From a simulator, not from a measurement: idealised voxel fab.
process module | voxel ribs on slabs
cross-section cut | 215 nm wide | cells 5 nm
A cross-section is a grid of square cells, given in bands from the top down. A band is one or more rows of cells.
Each band's line starts with the height of the band's top and of its bottom, in nm. Then come its materials from left to right, each with its width in nm. One material with "throughout" fills the band from edge to edge. "air" is empty space.
Height 0 is the level under which the wafer as received is all one material. The lowest band goes on downwards, as in "0 down".
A width such as "30 to 40" changes by the same amount from each row of cells to the next, from the band's top row to its bottom row.
"no change" after a step means that no cell of the cross-section changed.
closed voids: empty space of 8 cells or more with no open way to the top, each as width x height at its distance from the left edge, in nm
after a step's settings: what the simulator itself notes on the step
overlay nm, on a step with a mask: how far to the right of its planned place the mask lay; to the left if negative
plan
1 op RECEIVE | material Si
2 op DIRECTIONAL_DEP | material SiO2 | thk nm 20
3 op DIRECTIONAL_DEP | material SiN | thk nm 25
4 op MASKED_ETCH | tone cover | mask id RIB | width nm 30 | etch materials SiN | depth nm 10 | overlay nm 0
5 op MASKED_ETCH | tone cover | mask id SLAB | width nm 70 | etch materials SiN | depth nm 15 | overlay nm 0
6 op FILL_DEP | material SiO2 | thk nm 20
7 op CMP | height nm 55
8 op DIRECTIONAL_DEP | material W | thk nm 5
9 op MASKED_ETCH | tone cover | mask id HEATER | width nm 40 | etch materials W | depth nm 5 | overlay nm 0
10 op CONFORMAL_DEP | material SiO2 | thk nm 5
as received, after step 1
  0 down: Si throughout
  closed voids: none
a wafer at the end: this start, this plan, one mistake
  65 to 60: air 80 | SiO2 50 | air 85
  60 to 55: SiO2 85 | W 40 | SiO2 90
  55 to 45: SiO2 throughout
  45 to 35: SiO2 90 | SiN 35 | SiO2 90
  35 to 20: SiO2 70 | SiN 70 | SiO2 75
  20 to 0: SiO2 throughout
  0 down: Si throughout
  closed voids: none
what went wrong: step 4 ran as: op MASKED_ETCH | tone cover | mask id RIB | width nm 35 | etch materials SiN | depth nm 10 | overlay nm 0
